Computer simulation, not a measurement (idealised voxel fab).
Process module, titled voxel self aligned contacts
Shown is cross-section cut, with a width of 280 nm and square cells of size 5 nm.
Each cross-section below is a grid of square cells, stated as bands in top-down order, with one or more rows of cells making up each band. For a band, the entry starts with two heights in nm, that of the top and then that of the bottom, and carries on with the band's materials in order from left to right, each alongside its width in nm; the word "edge to edge" beside a single material means it fills the band edge to edge, and "air" means empty space. Height 0 is the level under which the wafer as received is all one material. The lowest band goes on downwards, as in "0 and below". Note: "30..40" means the width goes from the first number (top row of the band) to the second number (bottom row) in equal steps per row of cells. Basically "nothing changed" means that step didn't change any cell in the cross-section. Any empty space of 8 cells or more lacking an open way to the top shows up in "Entrapped voids" as width x height at distance, distance from the left edge, in nm. Post-settings text on a step line: simulator's own remark regarding the step. The "overlay nm" setting may appear on a step's line; for a step that uses a mask, it gives how far to the right of its planned position the mask lay, and a negative value indicates the left.
[Intended process steps]
1,RECEIVE: material Si
2,CONFORMAL_DEP: material SiO2, thk nm 5
3,DIRECTIONAL_DEP: material polySi, thk nm 30
4,DIRECTIONAL_DEP: material SiN, thk nm 15
5,MASKED_ETCH: tone cover, mask id GATE, width nm 25, pitch nm 60, etch materials SiN, depth nm 15, overlay nm 0
6,MASKED_ETCH: tone cover, mask id GATE, width nm 25, pitch nm 60, etch materials polySi, depth nm 30, overlay nm 0
7,CONFORMAL_DEP: material SiN, thk nm 5
8,DIRECTIONAL_ETCH: etch materials SiN, depth nm 5
9,FILL_DEP: material SiO2, thk nm 20
10,CMP: height nm 60
11,PATTERN: tone open, mask id CONTACT, material resist, width nm 45, thk nm 15, overlay nm 0
12,DIRECTIONAL_ETCH: etch materials SiO2, depth nm 60
13,STRIP: etch materials resist
14,CONFORMAL_DEP: material TiN, thk nm 5
15,FILL_DEP: material Ru, thk nm 5
16,CMP: height nm 60
17,CONFORMAL_DEP: material SiN, thk nm 5
[Delivered wafer in cross-section: state after step 1]
	0 and below: Si edge to edge
	Entrapped voids: none
[Post-module cross-section of the first of two wafers (run per plan)]
	65 down to 60: SiN edge to edge
	60 down to 50: 115 SiO2  5..15 TiN  35..15 Ru  5..15 TiN  120 SiO2
	50 down to 35: 90 SiO2  35 SiN  5 TiN  15 Ru  5 TiN  35 SiN  95 SiO2
	35 down to 5: 90 SiO2  5 SiN  25 polySi  5 SiN  5 TiN  15 Ru  5 TiN  5 SiN  25 polySi  5 SiN  95 SiO2
	5 down to 0: 125 SiO2  25 TiN  130 SiO2
	0 and below: Si edge to edge
	Entrapped voids: none
[Cross-section at end of module for the second wafer of two, which matched the first in starting point and plan and differed by one mistake in its processing]
	65 down to 60: SiN edge to edge
	60 down to 40: 90 SiO2  5 SiN  25 polySi  5 SiN  5 TiN  15 Ru  5 TiN  5 SiN  25 polySi  5 SiN  95 SiO2
	40 down to 35: 90 SiO2  5 SiN  25 polySi  5 SiN  25 TiN  5 SiN  25 polySi  5 SiN  95 SiO2
	35 down to 5: polySi edge to edge
	5 down to 0: SiO2 edge to edge
	0 and below: Si edge to edge
	Entrapped voids: none
Deviation noted in wafer processing: execution of plan step 3 occurred twice
End check, counted in cells, second wafer has more or fewer of these materials than the first: 25 fewer of Ru; 46 fewer of SiN; 237 fewer of SiO2; 18 fewer of TiN; 326 more of polySi
